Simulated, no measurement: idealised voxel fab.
Process module in this document: voxel trench capacitor
Displayed cross-section: cut, width of 235 nm, square cells sized 5 nm.
This document writes a cross-section as a grid whose cells are square, and gives it as bands, listed from the top down; one or more rows of cells form a band.
Band entry format. Leading values: height of top, height of bottom, nm. Remainder: materials in left-to-right order, each with its width in nm. Special words: "all across" on a single material, which then fills the band edge to edge; "empty", empty space.
Note: height 0 marks the level under which the wafer is uniformly one material as received. Lowest band unbounded below, written "0 and below".
A width such as "30..40" changes by the same amount from each row of cells to the next, from the band's top row to its bottom row.
"nothing got changed" for a step: no cell of the cross-section changed in that step.
In the "Closed void register" entry, you get each enclosed empty space of 8 cells or more, one with no open way to the top, written width x height at distance, distance from the left edge, in nm.
Past the settings on a step's line: simulator remark, on that step.
When a step includes a mask, the "overlay nm" setting on its line states how far to the right of its planned place that mask lay, and negative values state how far to the left.
[The steps planned for the process are as follows]
1. RECEIVE, material Si
2. CONFORMAL_DEP, material SiN, thk nm 10
3. MASKED_ETCH, tone open, mask id TRENCH, width nm 15, pitch nm 45, etch materials SiN, depth nm 10, overlay nm 0
4. MASKED_ETCH, tone open, mask id TRENCH, width nm 15, pitch nm 45, etch materials Si, depth nm 15, overlay nm 0
5. CONFORMAL_DEP, material SiO2, thk nm 5
6. FILL_DEP, material polySi, thk nm 5
7. CMP, height nm 10
What sets these wafers apart? The depth nm at step 4. They all start alike, and the plan carries the first wafer's value.
[Cross-section of the first incoming wafer of several, state after step 1]
    0 and below  Si all across
    Closed void register: none
[Cross-section after step 7, the final step of the module, for the first of several wafers]
    10 down to 0  SiN 85 nm, SiO2 5 nm, polySi 5 nm, SiO2 5 nm, SiN 30 nm, SiO2 5 nm, polySi 5 nm, SiO2 5 nm, SiN 90 nm
    0 down to -10  Si 85 nm, SiO2 5 nm, polySi 5 nm, SiO2 5 nm, Si 30 nm, SiO2 5 nm, polySi 5 nm, SiO2 5 nm, Si 90 nm
    -10 down to -15  Si 85 nm, SiO2 15 nm, Si 30 nm, SiO2 15 nm, Si 90 nm
    -15 and below  Si all across
    Closed void register: none
[Cross-section, module end, final of several wafers]
    10 down to 0  SiN 85 nm, SiO2 5 nm, polySi 5 nm, SiO2 5 nm, SiN 30 nm, SiO2 5 nm, polySi 5 nm, SiO2 5 nm, SiN 90 nm
    0 down to -35  Si 85 nm, SiO2 5 nm, polySi 5 nm, SiO2 5 nm, Si 30 nm, SiO2 5 nm, polySi 5 nm, SiO2 5 nm, Si 90 nm
    -35 down to -40  Si 85 nm, SiO2 15 nm, Si 30 nm, SiO2 15 nm, Si 90 nm
    -40 and below  Si all across
    Closed void register: none
[Gained (+) or lost (-) cells of each material since receipt, then closed voids: one row per wafer, at the end of the module]
depth nm 15 | -18 Si | +82 SiN | +22 SiO2 | +8 polySi | Closed void register: none
depth nm 20 | -24 Si | +82 SiN | +26 SiO2 | +10 polySi | Closed void register: none
depth nm 25 | -30 Si | +82 SiN | +30 SiO2 | +12 polySi | Closed void register: none
depth nm 30 | -36 Si | +82 SiN | +34 SiO2 | +14 polySi | Closed void register: none
depth nm 35 | -42 Si | +82 SiN | +38 SiO2 | +16 polySi | Closed void register: none
depth nm 40 | -48 Si | +82 SiN | +42 SiO2 | +18 polySi | Closed void register: none
